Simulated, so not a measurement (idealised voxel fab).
The name of this process module is voxel ribs on slabs.
Displayed cross-section: cut, width of 300 nm, square cells sized 5 nm.
In this document a cross-section is written as a grid of square cells. It is given as a series of bands, listed from the top down, and a band is one or more rows of cells.
Top, bottom (nm), then materials left to right with widths (nm); lone material tagged "full width" fills the whole band edge to edge; "blank" = empty space.
Beneath 0, the wafer as received is one material, and that level is where height counting begins. The lowest band goes on downward without a bottom; it is written like "0..down".
A width given as "30..40" starts at the first number in the band's top row and ends at the second number in its bottom row, shifting by an equal amount at every step from row to row.
No cell of the cross-section changed in a step that is given as "same as before".
The entry "Catalogued sealed voids" lists the empty spaces that cover at least 8 cells and have no open path to the top. Each is written as width x height at distance, where the distance is measured from the left edge and all three values are in nm.
Whatever follows a step's settings on its line is a remark the simulator itself makes about that step.
For masked steps, "overlay nm" on the step line gives how far right of plan the mask actually lay; a minus sign means it lay to the left.

### Planned process steps
1) op RECEIVE | material Si
2) op DIRECTIONAL_DEP | material SiO2 | thk nm 25
3) op DIRECTIONAL_DEP | material polySi | thk nm 20
4) op PATTERN | tone cover | mask id RIB | material resist | width nm 30 | thk nm 15 | overlay nm 0
5) op DIRECTIONAL_ETCH | etch materials polySi | depth nm 15
6) op STRIP | etch materials resist
7) op PATTERN | tone cover | mask id SLAB | material resist | width nm 90 | thk nm 20 | overlay nm 0
8) op DIRECTIONAL_ETCH | etch materials polySi | depth nm 5
9) op STRIP | etch materials resist
10) op FILL_DEP | material SiO2 | thk nm 20
11) op CMP | height nm 60
12) op DIRECTIONAL_DEP | material W | thk nm 5
13) op PATTERN | tone cover | mask id HEATER | material resist | width nm 40 | thk nm 20 | overlay nm 0
14) op DIRECTIONAL_ETCH | etch materials W | depth nm 5
15) op STRIP | etch materials resist
16) op CONFORMAL_DEP | material SiN | thk nm 5

### as received, after step 1
- 0..down: Si full width
- Catalogued sealed voids: none

### Final cross-section, module run with one mistake (start and plan as above)
- 70..65: blank=125; SiN=50; blank=125
- 65..60: SiN=130; W=40; SiN=130
- 60..20: SiO2 full width
- 20..0: polySi full width
- 0..down: Si full width
- Catalogued sealed voids: none
Diagnosis: step 2 ran in the slot meant for step 3, and vice versa
